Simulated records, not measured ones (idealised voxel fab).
Process module in this document: voxel spacer lines
Cross-section cut: width 250 nm, square cells of 5 nm.
A cross-section is written here as square cells arranged in a grid, and it is given in bands from the top down, each band taking up one or more rows of cells. First you get the band's top height and its bottom height, in nm, and then the materials it's made of, left to right, with each width in nm. If you see a single material with "edge to edge", that one covers the band edge to edge. "blank" is empty space. The level at which height equals 0 is the one under which the wafer, as it arrives, is entirely one material. No lower edge exists for the bottom band, which continues downward and is notated as in "top 0, no bottom". It should be noted that a width expressed as "30->40" varies in equal increments from row to row of cells within the band, taking the value of the first number at the top row and that of the second number at the bottom row. No cell of the cross-section changed in a step that is given as "identical to before". Closed empty spaces (no open way to the top) of 8 cells or more are what "Closed cavities" lists, each as width x height at distance from the left edge, nm for all three. On each step's line, the part that comes after the settings is the simulator's own comment on the step. "overlay nm" answers the question of how far to the right of plan the mask lay on a step that has a mask, and when it is negative the answer is to the left.
These are the steps we planned for the process:
1) op RECEIVE | material Si
2) op CONFORMAL_DEP | material Al2O3 | thk nm 5
3) op DIRECTIONAL_DEP | material SiN | thk nm 15
4) op DIRECTIONAL_DEP | material aC | thk nm 30
5) op PATTERN | tone cover | mask id MANDREL | material resist | width nm 25 | pitch nm 70 | thk nm 35 | overlay nm 0
6) op DIRECTIONAL_ETCH | etch materials aC | depth nm 30
7) op STRIP | etch materials resist
8) op CONFORMAL_DEP | material SiO2 | thk nm 10
9) op DIRECTIONAL_ETCH | etch materials SiO2 | depth nm 10
10) op STRIP | etch materials aC
11) op DIRECTIONAL_ETCH | etch materials SiN | depth nm 15
12) op STRIP | etch materials SiO2
Shown in cross-section is the wafer as received, that is, as it stands after step 1:
	top 0, no bottom  Si edge to edge
	Closed cavities: none
Final wafer profile in cross-section after the module, from the same start and plan as above, with one mistake made during processing:
	top 10, bottom 5  blank (30) | SiN (10) | blank (25) | SiN (10) | blank (25) | SiN (10) | blank (25) | SiN (10) | blank (25) | SiN (10) | blank (25) | SiN (10) | blank (35)
	top 5, bottom 0  Al2O3 edge to edge
	top 0, no bottom  Si edge to edge
	Closed cavities: none
Processing error: step 3 was processed under conditions differing from the plan, specifically as op DIRECTIONAL_DEP | material SiN | thk nm 5
